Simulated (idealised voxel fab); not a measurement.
process module | voxel ribs on slabs
cross-section cut | 275 nm wide | cells 5 nm
A cross-section is a grid of square cells, given in bands from the top down. A band is one or more rows of cells.
Each band's line starts with the height of the band's top and of its bottom, in nm. Then come its materials from left to right, each with its width in nm. One material with "throughout" fills the band from edge to edge. "air" is empty space.
Height 0 is the level under which the wafer as received is all one material. The lowest band goes on downwards, as in "0 down".
A width such as "30 to 40" changes by the same amount from each row of cells to the next, from the band's top row to its bottom row.
"no change" after a step means that no cell of the cross-section changed.
closed voids: empty space of 8 cells or more with no open way to the top, each as width x height at its distance from the left edge, in nm
after a step's settings: what the simulator itself notes on the step
overlay nm, on a step with a mask: how far to the right of its planned place the mask lay; to the left if negative
plan
1 op RECEIVE | material Si
2 op DIRECTIONAL_DEP | material SiO2 | thk nm 20
3 op DIRECTIONAL_DEP | material polySi | thk nm 15
4 op MASKED_ETCH | tone cover | mask id RIB | width nm 15 | etch materials polySi | depth nm 5 | overlay nm 0
5 op PATTERN | tone cover | mask id SLAB | material resist | width nm 45 | thk nm 20 | overlay nm 0
6 op DIRECTIONAL_ETCH | etch materials polySi | depth nm 10
7 op STRIP | etch materials resist
8 op FILL_DEP | material SiO2 | thk nm 25
9 op CMP | height nm 55
10 op DIRECTIONAL_DEP | material W | thk nm 10
11 op MASKED_ETCH | tone cover | mask id HEATER | width nm 25 | etch materials W | depth nm 10 | overlay nm 0
12 op CONFORMAL_DEP | material SiO2 | thk nm 5
as received, after step 1
  0 down: Si throughout
  closed voids: none
first wafer at the end, as planned
  70 to 65: air 120 | SiO2 35 | air 120
  65 to 60: air 120 | SiO2 5 | W 25 | SiO2 5 | air 120
  60 to 55: SiO2 125 | W 25 | SiO2 125
  55 to 35: SiO2 throughout
  35 to 30: SiO2 130 | polySi 15 | SiO2 130
  30 to 20: SiO2 115 | polySi 45 | SiO2 115
  20 to 0: SiO2 throughout
  0 down: Si throughout
  closed voids: none
second wafer at the end: like start, like plan, one mistake
  70 to 65: air 120 | SiO2 35 | air 120
  65 to 60: air 120 | SiO2 5 | W 25 | SiO2 5 | air 120
  60 to 55: SiO2 125 | W 25 | SiO2 125
  55 to 15: SiO2 throughout
  15 to 0: polySi throughout
  0 down: Si throughout
  closed voids: none
what went wrong: steps 2 and 3 were swapped
at the end the second wafer has, in cells: 144 fewer of SiO2 | 144 more of polySi
